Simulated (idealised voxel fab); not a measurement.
Documented hereafter: the process module known as voxel tone inversion.
The cross-section shown here is cut; it is 265 nm wide and divided into square cells measuring 5 nm on a side.
Throughout this document, each cross-section is represented as a grid of square cells and is presented as a sequence of bands enumerated from the top downward, where a band comprises one or more rows of cells. Each band's line starts with the height of the band's top and of its bottom, in nm. Then come its materials from left to right, each with its width in nm. One material with "all across" fills the band from edge to edge. "air" is empty space. Ref level 0: as-received wafer is one material below here. Bottom band extends down with no lower bound ("from 0 down"). So if you see something like "30 to 40" for the width, read it as the top row of the band sitting at the first number and the bottom row at the second, with every row in between moving by the same amount as the last. Take "stayed the same" at face value: in the step it is given for, the cross-section changed in none of its cells. The list in "Trapped cavities" covers empty spaces of 8 cells or more that cannot reach the top through any open way, and it gives each as width x height at distance; the distance is from the left edge, and width, height and distance are in nm. Formally, on a step line, whatever follows the settings is a remark that the simulator itself makes on the step. Steps that use a mask can have "overlay nm" on their line. It says how far the mask sat to the right of where it was meant to be. Negative means to the left.

## The planned process steps are enumerated hereunder
- 1: RECEIVE with material Si
- 2: CONFORMAL_DEP with material SiCN, thk nm 5
- 3: DIRECTIONAL_DEP with material aC, thk nm 20
- 4: PATTERN with tone cover, mask id POSTS, material resist, width nm 15, pitch nm 45, thk nm 25, overlay nm 0
- 5: DIRECTIONAL_ETCH with etch materials aC, depth nm 20
- 6: STRIP with etch materials resist
- 7: FILL_DEP with material lowk, thk nm 5
- 8: CMP with height nm 25
- 9: STRIP with etch materials aC
- 10: CONFORMAL_DEP with material TiN, thk nm 5
- 11: FILL_DEP with material Ru, thk nm 5
- 12: CMP with height nm 25
- 13: CONFORMAL_DEP with material SiCN, thk nm 5
The value of width nm given for step 4 in the plan refers to the first wafer; the wafers vary in this setting and are alike at the start.

## Received wafers, first of several: cross-section after step 1
- from 0 down | Si all across
- Trapped cavities: none

## Below, a row for every wafer. Read it as the end-of-module picture: for each material the wafer shows its cells gained (+) or lost (-) since it was received, and then its closed voids
width nm 15, +9 Ru, +106 SiCN, +27 TiN, +176 lowk, Trapped cavities: none
width nm 20, +18 Ru, +106 SiCN, +30 TiN, +164 lowk, Trapped cavities: none
width nm 25, +27 Ru, +106 SiCN, +33 TiN, +152 lowk, Trapped cavities: none
width nm 30, +36 Ru, +106 SiCN, +36 TiN, +140 lowk, Trapped cavities: none
